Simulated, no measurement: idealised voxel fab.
Process module under the name voxel released beams
For reference, the cross-section in this document is cut, with width 210 nm and square cells of 5 nm.
Cross-section spec: square-cell grid; bands listed top down; each band is one or more rows. For a band, the entry starts with two heights in nm, that of the top and then that of the bottom, and carries on with the band's materials in order from left to right, each alongside its width in nm; the word "all across" beside a single material means it fills the band edge to edge, and "blank" means empty space. A quick word on heights: they are counted from 0, and under that level the wafer as it came to us is one material throughout. The lowest band is different from the rest in having no bottom; it simply continues downward, written as in "0 nm and below". Top row gets the first number, bottom row gets the second, and each row in between changes by the same step: that is how a band width like "30 to 40" works. What does "nothing was modified" mean for a step? It means no cell of the cross-section changed in that step. Sealed internal cavities: empty space of 8 cells or more with no open way to the top, each as width x height at its distance from the left edge, in nm. What comes after the settings on a step's line is commentary from the simulator itself on that step. overlay nm: mask right of planned place by this much (step with mask). Neg. = left.
# Process steps foreseen in the plan
1: RECEIVE | material Si
2: CONFORMAL_DEP | material Al2O3 | thk nm 5
3: DIRECTIONAL_DEP | material SiO2 | thk nm 20
4: MASKED_ETCH | tone open | mask id ANCHOR | width nm 40 | etch materials SiO2 | depth nm 20 | overlay nm 0
5: CONFORMAL_DEP | material W | thk nm 15
6: PATTERN | tone cover | mask id BEAM | material resist | width nm 105 | thk nm 15 | overlay nm 0
7: DIRECTIONAL_ETCH | etch materials W | depth nm 15
8: STRIP | etch materials resist
9: STRIP | etch materials SiO2
# As-received state of the wafer in cross-section, equivalent to post-step 1
0 nm and below: Si all across
Sealed internal cavities: none
# Cross-sectional image of the first of two wafers at the end of the module, the run having proceeded as planned
40 nm to 25 nm: 50 nm blank, then 20 nm W, then 10 nm blank, then 75 nm W, then 55 nm blank
25 nm to 20 nm: 55 nm blank, then 15 nm W, then 10 nm blank, then 15 nm W, then 115 nm blank
20 nm to 5 nm: 55 nm blank, then 40 nm W, then 115 nm blank
5 nm to 0 nm: Al2O3 all across
0 nm and below: Si all across
Sealed internal cavities: none
# Cross-sectional view: second of two wafers, end of module; start and plan identical to the first, one mistake in running
40 nm to 25 nm: 50 nm blank, then 20 nm W, then 10 nm blank, then 80 nm W, then 50 nm blank
25 nm to 20 nm: 55 nm blank, then 15 nm W, then 10 nm blank, then 15 nm W, then 115 nm blank
20 nm to 5 nm: 55 nm blank, then 40 nm W, then 115 nm blank
5 nm to 0 nm: Al2O3 all across
0 nm and below: Si all across
Sealed internal cavities: none
So what did we get wrong on this run? heads up, step 6 didn't go per plan, it actually ran as PATTERN | tone cover | mask id BEAM | material resist | width nm 110 | thk nm 15 | overlay nm 0
at the end the second wafer has, in cells: +3 W
